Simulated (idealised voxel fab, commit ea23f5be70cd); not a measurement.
A process module follows: voxel self aligned vias.
It is cross-section cut that appears here, measuring 300 nm in width, its square cells being 5 nm in size.
Cross-section, as written here: a square-cell grid given band by band from the top down, where a band holds one or more rows of cells.
In this notation a band is specified by the heights of its top and bottom, in that order and in nm, after which its materials appear from left to right, each paired with its width in nm. The word "everywhere" attached to a single material means that material fills the band from edge to edge; the word "empty" stands for empty space.
Zero point of the height axis is 0; under it, received wafer = one material. Lowest band: continues down indefinitely, "from 0 down".
Quick explanation for "30..40": the width changes in equal steps down the rows of cells, from the first number in the band's top row to the second number in its bottom row.
No cell of the cross-section changed in a step that is given as "no alteration".
"Closed void table" specifies each empty space that is not open to the top and that occupies no fewer than 8 cells, using the form width x height at distance, the distance measured from the left edge and all three quantities in nm.
Post-settings text on a step line: simulator's own remark regarding the step.
overlay nm: mask right of planned place by this much (step with mask). Neg. = left.
-- The following list gives the planned process steps
1. RECEIVE: material Si
2. CONFORMAL_DEP: material SiO2, thk nm 10
3. CONFORMAL_DEP: material SiCN, thk nm 5
4. DIRECTIONAL_DEP: material SiO2, thk nm 25
5. DIRECTIONAL_DEP: material aC, thk nm 15
6. PATTERN: tone open, mask id LINES, material resist, width nm 30, pitch nm 60, thk nm 30, overlay nm 0
7. DIRECTIONAL_ETCH: etch materials aC, depth nm 15
8. STRIP: etch materials resist
9. DIRECTIONAL_ETCH: etch materials SiO2, depth nm 25
10. STRIP: etch materials aC
11. CONFORMAL_DEP: material TiN, thk nm 5
12. FILL_DEP: material W, thk nm 5
13. CMP: height nm 40
14. SELECTIVE_ETCH: etch materials W Ru TiN, depth nm 10
15. FILL_DEP: material SiN, thk nm 10
16. CMP: height nm 40
17. DIRECTIONAL_DEP: material SiO2, thk nm 20
18. MASKED_ETCH: tone open, mask id VIAS, width nm 40, pitch nm 120, etch materials SiO2, depth nm 20, overlay nm 0
19. MASKED_ETCH: tone open, mask id VIAS, width nm 40, pitch nm 120, etch materials SiN, depth nm 10, overlay nm 0
20. CONFORMAL_DEP: material TiN, thk nm 5
21. FILL_DEP: material W, thk nm 5
22. CMP: height nm 60
23. CONFORMAL_DEP: material SiN, thk nm 5
-- Delivered wafer in cross-section: state after step 1
> from 0 down = Si everywhere
> Closed void table: none
-- Cross-section: first of two wafers, module finished, run according to plan
> from 65 to 60 = SiN everywhere
> from 60 to 45 = SiO2 70 nm, TiN 5 nm, W 30 nm, TiN 5 nm, SiO2 80 nm, TiN 5 nm, W 30 nm, TiN 5 nm, SiO2 70 nm
> from 45 to 40 = SiO2 70 nm, TiN 10 nm, W 20 nm, TiN 10 nm, SiO2 80 nm, TiN 10 nm, W 20 nm, TiN 10 nm, SiO2 70 nm
> from 40 to 35 = SiO2 75 nm, TiN 5 nm, W 20 nm, TiN 5 nm, SiO2 30 nm, SiN 30 nm, SiO2 30 nm, TiN 5 nm, W 20 nm, TiN 5 nm, SiO2 75 nm
> from 35 to 30 = SiO2 75 nm, TiN 30 nm, SiO2 30 nm, SiN 30 nm, SiO2 30 nm, TiN 30 nm, SiO2 75 nm
> from 30 to 20 = SiO2 75 nm, TiN 5 nm, W 20 nm, TiN 5 nm, SiO2 30 nm, TiN 5 nm, W 20 nm, TiN 5 nm, SiO2 30 nm, TiN 5 nm, W 20 nm, TiN 5 nm, SiO2 75 nm
> from 20 to 15 = SiO2 75 nm, TiN 30 nm, SiO2 30 nm, TiN 30 nm, SiO2 30 nm, TiN 30 nm, SiO2 75 nm
> from 15 to 10 = SiCN everywhere
> from 10 to 0 = SiO2 everywhere
> from 0 down = Si everywhere
> Closed void table: none
-- Cross-section, second wafer: same start as the first, same plan as the first, one mistake in running it; taken at the end of the module
> from 65 to 60 = SiN everywhere
> from 60 to 45 = SiO2 70 nm, TiN 5 nm, W 30 nm, TiN 5 nm, SiO2 80 nm, TiN 5 nm, W 30 nm, TiN 5 nm, SiO2 70 nm
> from 45 to 40 = SiO2 70 nm, TiN 10 nm, W 20 nm, TiN 10 nm, SiO2 80 nm, TiN 10 nm, W 20 nm, TiN 10 nm, SiO2 70 nm
> from 40 to 35 = SiO2 75 nm, TiN 5 nm, W 20 nm, TiN 5 nm, SiO2 30 nm, SiN 30 nm, SiO2 30 nm, TiN 5 nm, W 20 nm, TiN 5 nm, SiO2 75 nm
> from 35 to 30 = SiO2 75 nm, TiN 30 nm, SiO2 30 nm, SiN 30 nm, SiO2 30 nm, TiN 30 nm, SiO2 75 nm
> from 30 to 20 = SiO2 75 nm, TiN 5 nm, W 20 nm, TiN 5 nm, SiO2 30 nm, TiN 5 nm, W 20 nm, TiN 5 nm, SiO2 30 nm, TiN 5 nm, W 20 nm, TiN 5 nm, SiO2 75 nm
> from 20 to 15 = SiO2 75 nm, TiN 30 nm, SiO2 30 nm, TiN 30 nm, SiO2 30 nm, TiN 30 nm, SiO2 75 nm
> from 15 to 0 = SiO2 everywhere
> from 0 down = Si everywhere
> Closed void table: none
Where did the run depart from the plan? step 3 was processed under conditions differing from the plan, specifically as CONFORMAL_DEP: material SiO2, thk nm 5
Materials where the second wafer ends with more or fewer cells than the first: SiCN -60 | SiO2 +60
